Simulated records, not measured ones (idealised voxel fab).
Process module heading - voxel self aligned contacts
The width of the displayed cross-section, cut, is 230 nm; its cells are square, with a size of 5 nm.
A cross-section in this document is a grid of square cells, and it is written down as bands, the top band listed before the ones below it; a band is made up of one or more rows of cells. Each band's line starts with the height of the band's top and of its bottom, in nm. Then come its materials from left to right, each with its width in nm. One material with "edge to edge" fills the band from edge to edge. "blank" is empty space. Height datum 0, below which the as-received substrate wafer is one material. Lowest band open at the bottom, running downward: "z 0 and below". It should be noted that a width expressed as "30 to 40" varies in equal increments from row to row of cells within the band, taking the value of the first number at the top row and that of the second number at the bottom row. "nothing got changed" -> step changed no cross-section cell. So "Enclosed voids" is basically the list of trapped voids: any empty space of 8 cells or more that can't reach the top through an opening. They're written width x height at distance, the distance being from the left edge, and it's all nm. It should be noted that, on the line of a given step, the content following the step's settings is a remark produced by the simulator itself with respect to that step. "overlay nm", when on a step's line for a step with a mask, measures how far to the right of its planned place the mask lay; a negative measure means to the left.
## plan
step 1: op RECEIVE | material Si
step 2: op OXIDIZE | depth nm 5
step 3: op DIRECTIONAL_DEP | material polySi | thk nm 30
step 4: op DIRECTIONAL_DEP | material SiN | thk nm 20
step 5: op DIRECTIONAL_DEP | material aC | thk nm 10
step 6: op PATTERN | tone cover | mask id GATE | material resist | width nm 30 | pitch nm 60 | thk nm 25 | overlay nm 0
step 7: op DIRECTIONAL_ETCH | etch materials aC | depth nm 10
step 8: op STRIP | etch materials resist
step 9: op DIRECTIONAL_ETCH | etch materials SiN | depth nm 20
step 10: op DIRECTIONAL_ETCH | etch materials polySi | depth nm 30
step 11: op STRIP | etch materials aC
step 12: op CONFORMAL_DEP | material SiN | thk nm 5
step 13: op DIRECTIONAL_ETCH | etch materials SiN | depth nm 5
step 14: op FILL_DEP | material SiO2 | thk nm 15
step 15: op CMP | height nm 60
step 16: op MASKED_ETCH | tone open | mask id CONTACT | width nm 40 | pitch nm 60 | etch materials SiO2 | depth nm 65 | overlay nm 0
step 17: op CONFORMAL_DEP | material TiN | thk nm 5
step 18: op FILL_DEP | material W | thk nm 10
step 19: op CMP | height nm 60
step 20: op CONFORMAL_DEP | material SiN | thk nm 5
## This is the cross-section of the wafer as we received it, i.e. after step 1
- z 0 and below: Si edge to edge
- Enclosed voids: none
## Cross-section at module end, one run error; start and plan unchanged from above
- z 65 to 60: SiN edge to edge
- z 60 to 50: SiO2: 65, then TiN: 5 to 20, then W: 30 to 10, then TiN: 5 to 10, then SiO2: 20, then TiN: 5 to 20, then W: 30 to 10, then TiN: 5 to 10, then SiO2: 65
- z 50 to 30: SiO2: 40, then SiN: 40, then TiN: 5, then W: 10, then TiN: 5, then SiN: 40, then TiN: 5, then W: 10, then TiN: 5, then SiN: 40, then SiO2: 30
- z 30 to 0: SiO2: 40, then SiN: 5, then polySi: 30, then SiN: 5, then TiN: 5, then W: 10, then TiN: 5, then SiN: 5, then polySi: 30, then SiN: 5, then TiN: 5, then W: 10, then TiN: 5, then SiN: 5, then polySi: 30, then SiN: 5, then SiO2: 30
- z 0 to -5: SiO2: 80, then TiN: 20, then SiO2: 40, then TiN: 20, then SiO2: 70
- z -5 and below: Si edge to edge
- Enclosed voids: none
What broke from the plan during processing? step 6, actual vs plan mismatch, actual run op PATTERN | tone cover | mask id GATE | material resist | width nm 30 | pitch nm 60 | thk nm 25 | overlay nm 5
